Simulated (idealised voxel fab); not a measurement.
process module | voxel ribs on slabs
cross-section cut | 185 nm wide | cells 5 nm
A cross-section is a grid of square cells, given in bands from the top down. A band is one or more rows of cells.
Each band's line starts with the height of the band's top and of its bottom, in nm. Then come its materials from left to right, each with its width in nm. One material with "throughout" fills the band from edge to edge. "air" is empty space.
Height 0 is the level under which the wafer as received is all one material. The lowest band goes on downwards, as in "0 down".
A width such as "30 to 40" changes by the same amount from each row of cells to the next, from the band's top row to its bottom row.
"no change" after a step means that no cell of the cross-section changed.
closed voids: empty space of 8 cells or more with no open way to the top, each as width x height at its distance from the left edge, in nm
after a step's settings: what the simulator itself notes on the step
overlay nm, on a step with a mask: how far to the right of its planned place the mask lay; to the left if negative
plan
1 op RECEIVE | material Si
2 op DIRECTIONAL_DEP | material SiO2 | thk nm 20
3 op DIRECTIONAL_DEP | material SiN | thk nm 15
4 op PATTERN | tone cover | mask id RIB | material resist | width nm 15 | thk nm 20 | overlay nm 0
5 op DIRECTIONAL_ETCH | etch materials SiN | depth nm 5
6 op STRIP | etch materials resist
7 op DIRECTIONAL_DEP | material aC | thk nm 10
8 op PATTERN | tone cover | mask id SLAB | material resist | width nm 65 | thk nm 30 | overlay nm 0
9 op DIRECTIONAL_ETCH | etch materials aC | depth nm 10
10 op STRIP | etch materials resist
11 op DIRECTIONAL_ETCH | etch materials SiN | depth nm 10
12 op STRIP | etch materials aC
13 op FILL_DEP | material SiO2 | thk nm 20
14 op CMP | height nm 50
15 op DIRECTIONAL_DEP | material TiN | thk nm 5
16 op DIRECTIONAL_DEP | material aC | thk nm 15
17 op PATTERN | tone cover | mask id HEATER | material resist | width nm 25 | thk nm 30 | overlay nm 0
18 op DIRECTIONAL_ETCH | etch materials aC | depth nm 15
19 op STRIP | etch materials resist
20 op DIRECTIONAL_ETCH | etch materials TiN | depth nm 5
21 op STRIP | etch materials aC
22 op CONFORMAL_DEP | material SiO2 | thk nm 5
first wafer, as planned
as received, after step 1
  0 down: Si throughout
  closed voids: none
after step 2
  20 to 0: SiO2 throughout
  below 0: unchanged
after step 3
  35 to 20: SiN throughout
  below 20: unchanged
after step 4
  55 to 35: air 85 | resist 15 | air 85
  below 35: unchanged
after step 5
  55 to 35: air 85 | resist 15 | air 85
  35 to 30: air 85 | SiN 15 | air 85
  below 30: unchanged
after step 6
  35 to 30: air 85 | SiN 15 | air 85
  below 30: unchanged
after step 7
  45 to 40: air 85 | aC 15 | air 85
  40 to 35: aC throughout
  35 to 30: aC 85 | SiN 15 | aC 85
  below 30: unchanged
after step 8
  75 to 45: air 60 | resist 65 | air 60
  45 to 40: air 60 | resist 25 | aC 15 | resist 25 | air 60
  below 40: unchanged
after step 9
  65 to 45: air 60 | resist 65 | air 60
  45 to 40: air 60 | resist 25 | aC 15 | resist 25 | air 60
  40 to 35: air 60 | aC 65 | air 60
  35 to 30: air 60 | aC 25 | SiN 15 | aC 25 | air 60
  below 30: unchanged
after step 10
  45 to 35: air 85 to 60 | aC 15 to 65 | air 85 to 60
  below 35: unchanged
after step 11
  45 to 35: air 85 to 60 | aC 15 to 65 | air 85 to 60
  35 to 30: air 60 | aC 25 | SiN 15 | aC 25 | air 60
  30 to 20: air 60 | SiN 65 | air 60
  below 20: unchanged
after step 12
  35 to 30: air 85 | SiN 15 | air 85
  below 30: unchanged
after step 13
  55 to 35: SiO2 throughout
  35 to 30: SiO2 85 | SiN 15 | SiO2 85
  30 to 20: SiO2 60 | SiN 65 | SiO2 60
  below 20: unchanged
after step 14
  50 to 35: SiO2 throughout
  below 35: unchanged
after step 15
  55 to 50: TiN throughout
  below 50: unchanged
after step 16
  70 to 55: aC throughout
  below 55: unchanged
after step 17
  100 to 70: air 80 | resist 25 | air 80
  below 70: unchanged
after step 18
  85 to 70: air 80 | resist 25 | air 80
  70 to 55: air 80 | aC 25 | air 80
  below 55: unchanged
after step 19
  70 to 55: air 80 | aC 25 | air 80
  below 55: unchanged
after step 20
  70 to 55: air 80 | aC 25 | air 80
  55 to 50: air 80 | TiN 25 | air 80
  below 50: unchanged
after step 21
  55 to 50: air 80 | TiN 25 | air 80
  below 50: unchanged
after step 22
  60 to 55: air 75 | SiO2 35 | air 75
  55 to 50: SiO2 80 | TiN 25 | SiO2 80
  below 50: unchanged
second wafer: like start, like plan, one mistake. Through step 1 it matches the first wafer
when step 2 should have ended
  40 to 0: SiO2 throughout
  below 0: unchanged
when step 3 should have ended
  55 to 40: SiN throughout
  below 40: unchanged
when step 4 should have ended
  75 to 55: air 85 | resist 15 | air 85
  below 55: unchanged
when step 5 should have ended
  75 to 55: air 85 | resist 15 | air 85
  55 to 50: air 85 | SiN 15 | air 85
  below 50: unchanged
when step 6 should have ended
  55 to 50: air 85 | SiN 15 | air 85
  below 50: unchanged
when step 7 should have ended
  65 to 60: air 85 | aC 15 | air 85
  60 to 55: aC throughout
  55 to 50: aC 85 | SiN 15 | aC 85
  below 50: unchanged
when step 8 should have ended
  95 to 65: air 60 | resist 65 | air 60
  65 to 60: air 60 | resist 25 | aC 15 | resist 25 | air 60
  below 60: unchanged
when step 9 should have ended
  85 to 65: air 60 | resist 65 | air 60
  65 to 60: air 60 | resist 25 | aC 15 | resist 25 | air 60
  60 to 55: air 60 | aC 65 | air 60
  55 to 50: air 60 | aC 25 | SiN 15 | aC 25 | air 60
  below 50: unchanged
when step 10 should have ended
  65 to 55: air 85 to 60 | aC 15 to 65 | air 85 to 60
  below 55: unchanged
when step 11 should have ended
  65 to 55: air 85 to 60 | aC 15 to 65 | air 85 to 60
  55 to 50: air 60 | aC 25 | SiN 15 | aC 25 | air 60
  50 to 40: air 60 | SiN 65 | air 60
  below 40: unchanged
when step 12 should have ended
  55 to 50: air 85 | SiN 15 | air 85
  below 50: unchanged
when step 13 should have ended
  75 to 55: SiO2 throughout
  55 to 50: SiO2 85 | SiN 15 | SiO2 85
  50 to 40: SiO2 60 | SiN 65 | SiO2 60
  below 40: unchanged
when step 14 should have ended
  50 to 40: SiO2 60 | SiN 65 | SiO2 60
  below 40: unchanged
when step 15 should have ended
  55 to 50: TiN throughout
  below 50: unchanged
when step 16 should have ended
  70 to 55: aC throughout
  below 55: unchanged
when step 17 should have ended
  100 to 70: air 80 | resist 25 | air 80
  below 70: unchanged
when step 18 should have ended
  85 to 70: air 80 | resist 25 | air 80
  70 to 55: air 80 | aC 25 | air 80
  below 55: unchanged
when step 19 should have ended
  70 to 55: air 80 | aC 25 | air 80
  below 55: unchanged
when step 20 should have ended
  70 to 55: air 80 | aC 25 | air 80
  55 to 50: air 80 | TiN 25 | air 80
  below 50: unchanged
when step 21 should have ended
  55 to 50: air 80 | TiN 25 | air 80
  below 50: unchanged
when step 22 should have ended
  60 to 55: air 75 | SiO2 35 | air 75
  55 to 50: SiO2 80 | TiN 25 | SiO2 80
  below 50: unchanged
what went wrong: step 2 was run twice
at the end the second wafer has, in cells: 3 fewer of SiN | 3 more of SiO2
